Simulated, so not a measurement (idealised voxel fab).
Process module, titled voxel self aligned contacts
Square cells of 5 nm make up the cross-section cut, whose width is 185 nm.
Cross-section format: a grid of square cells, given as bands from top to bottom; each band is one or more rows of cells.
A band entry consists of two parts. The first gives the height of the band's top and the height of its bottom, in nm. The rest lists the band's materials from left to right, each with its width in nm. A single material labelled with the word "edge to edge" fills the band from edge to edge, and the word "blank" marks empty space.
Heights from 0 (as-received wafer is one material below). Bottom band endless downward, as "0..down".
Top row gets the first number, bottom row gets the second, and each row in between changes by the same step: that is how a band width like "30..40" works.
It should be understood that the words "nothing different", when stated for a given step, signify that the cross-section underwent no change in any of its cells during that step.
"Unvented cavities" - sealed voids, min. 8 cells, no opening to top; format: width x height at distance (distance from left edge; nm throughout).
Anything after a step's settings on that line? It's the simulator's own note about the step.
A step's line can hold "overlay nm"; with a mask on that step, the setting says how far right of the planned place the mask lay, while a negative setting says it lay to the left.

### The planned process steps are enumerated hereunder
- 1: RECEIVE | material Si
- 2: OXIDIZE | depth nm 5
- 3: DIRECTIONAL_DEP | material polySi | thk nm 25
- 4: DIRECTIONAL_DEP | material SiN | thk nm 20
- 5: MASKED_ETCH | tone cover | mask id GATE | width nm 35 | pitch nm 80 | etch materials SiN | depth nm 20 | overlay nm 0
- 6: MASKED_ETCH | tone cover | mask id GATE | width nm 35 | pitch nm 80 | etch materials polySi | depth nm 25 | overlay nm 0
- 7: CONFORMAL_DEP | material SiN | thk nm 10
- 8: DIRECTIONAL_ETCH | etch materials SiN | depth nm 10
- 9: FILL_DEP | material SiO2 | thk nm 20
- 10: CMP | height nm 55
- 11: PATTERN | tone open | mask id CONTACT | material resist | width nm 55 | thk nm 15 | overlay nm 0
- 12: DIRECTIONAL_ETCH | etch materials SiO2 | depth nm 60
- 13: STRIP | etch materials resist
- 14: CONFORMAL_DEP | material TiN | thk nm 5
- 15: FILL_DEP | material Ru | thk nm 10
- 16: CMP | height nm 55
- 17: CONFORMAL_DEP | material SiCN | thk nm 5

### Wafer at receipt (post step 1), cross-section
- 0..down  Si edge to edge
- Unvented cavities: none

### First of two wafers at the end of the module, shown in cross-section; run carried out as planned
- 60..55  SiCN edge to edge
- 55..45  65 nm SiO2 / 5..20 nm TiN / 45..15 nm Ru / 5..20 nm TiN / 65 nm SiO2
- 45..25  25 nm SiO2 / 55 nm SiN / 5 nm TiN / 15 nm Ru / 5 nm TiN / 55 nm SiN / 25 nm SiO2
- 25..0  25 nm SiO2 / 10 nm SiN / 35 nm polySi / 10 nm SiN / 5 nm TiN / 15 nm Ru / 5 nm TiN / 10 nm SiN / 35 nm polySi / 10 nm SiN / 25 nm SiO2
- 0..-5  80 nm SiO2 / 25 nm TiN / 80 nm SiO2
- -5..down  Si edge to edge
- Unvented cavities: none

### Cross-section of the latter of the two wafers at module completion. It had an identical start and an identical plan to the former; in running it, one mistake was made
- 60..55  SiCN edge to edge
- 55..45  65 nm SiO2 / 5..20 nm TiN / 50..15 nm Ru / 5..25 nm TiN / 60 nm SiO2
- 45..25  25 nm SiO2 / 55 nm SiN / 5 nm TiN / 15 nm Ru / 5 nm TiN / 55 nm SiN / 25 nm SiO2
- 25..0  25 nm SiO2 / 10 nm SiN / 35 nm polySi / 10 nm SiN / 5 nm TiN / 15 nm Ru / 5 nm TiN / 10 nm SiN / 35 nm polySi / 10 nm SiN / 25 nm SiO2
- 0..-5  80 nm SiO2 / 25 nm TiN / 80 nm SiO2
- -5..down  Si edge to edge
- Unvented cavities: none
Run error: the process deviated at step 11: the operation and settings actually run there were PATTERN | tone open | mask id CONTACT | material resist | width nm 60 | thk nm 15 | overlay nm 0
Wrapping up, a cell-based count of both wafers puts the second over or under the first for these materials: 1 more of Ru | 2 fewer of SiO2 | 1 more of TiN
